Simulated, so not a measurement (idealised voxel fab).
You're looking at the process module voxel quadruple lines.
We display cut, a cross-section 140 nm in width whose square cells are each 5 nm.
If you're reading a cross-section in this doc, picture square cells in a grid; it comes to you as bands, top ones listed first down to the bottom, and a band can be one or more rows of cells.
First you get the band's top height and its bottom height, in nm, and then the materials it's made of, left to right, with each width in nm. If you see a single material with "edge to edge", that one covers the band edge to edge. "blank" is empty space.
Heads up on the height convention: 0 is the point under which the incoming wafer is all one material, and the lowest band has no bottom, it just keeps going down, like "0 down".
You'd read "30 to 40" like this: the band's top row of cells is as wide as the first number, its bottom row is as wide as the second, and going down, every row changes width by the same amount as the row before did.
Where the words "nothing got changed" appear for a step, the cross-section shows no cell changed by that step; every cell remained as before.
"Sealed void inventory": sealed empty spaces, 8 cells or more, no open way to top, listed width x height at distance, with distance from the left edge and width, height and distance in nm.
If you see something after the settings on a step's line, that's the simulator's own remark about that step.
Steps that use a mask can have "overlay nm" on their line. It says how far the mask sat to the right of where it was meant to be. Negative means to the left.
Steps planned for the process:
1: RECEIVE | material Si
2: CONFORMAL_DEP | material Al2O3 | thk nm 5
3: DIRECTIONAL_DEP | material Ru | thk nm 10
4: DIRECTIONAL_DEP | material polySi | thk nm 20
5: DIRECTIONAL_DEP | material aC | thk nm 25
6: PATTERN | tone cover | mask id MANDREL | material resist | width nm 30 | thk nm 35 | overlay nm 0
7: DIRECTIONAL_ETCH | etch materials aC | depth nm 25
8: STRIP | etch materials resist
9: CONFORMAL_DEP | material SiO2 | thk nm 10
10: DIRECTIONAL_ETCH | etch materials SiO2 | depth nm 10
11: STRIP | etch materials aC
12: DIRECTIONAL_ETCH | etch materials polySi | depth nm 20
13: STRIP | etch materials SiO2
14: CONFORMAL_DEP | material SiN | thk nm 10
15: DIRECTIONAL_ETCH | etch materials SiN | depth nm 10
16: STRIP | etch materials polySi
17: DIRECTIONAL_ETCH | etch materials Ru | depth nm 10
18: STRIP | etch materials SiN
19: FILL_DEP | material SiO2 | thk nm 10
20: CMP | height nm 15
As-received wafer cross-section (after step 1):
0 down  Si edge to edge
Sealed void inventory: none
Module complete - cross-section of the first of two wafers, run according to plan:
15 to 5  SiO2=35  Ru=10  SiO2=10  Ru=10  SiO2=10  Ru=10  SiO2=10  Ru=10  SiO2=35
5 to 0  Al2O3 edge to edge
0 down  Si edge to edge
Sealed void inventory: none
Now the second wafer, cross-sectioned at the end of the module. Nothing different at the start, nothing different in the plan compared with the first, just one mistake when it was actually run:
15 to 5  SiO2=30  Ru=10  SiO2=10  Ru=10  SiO2=10  Ru=10  SiO2=10  Ru=10  SiO2=40
5 to 0  Al2O3 edge to edge
0 down  Si edge to edge
Sealed void inventory: none
what went wrong: off-plan run, step 6, actual operation and settings PATTERN | tone cover | mask id MANDREL | material resist | width nm 30 | thk nm 35 | overlay nm -5
Heads up: at the end the two wafers have identical cell counts per material, they're just laid out differently.
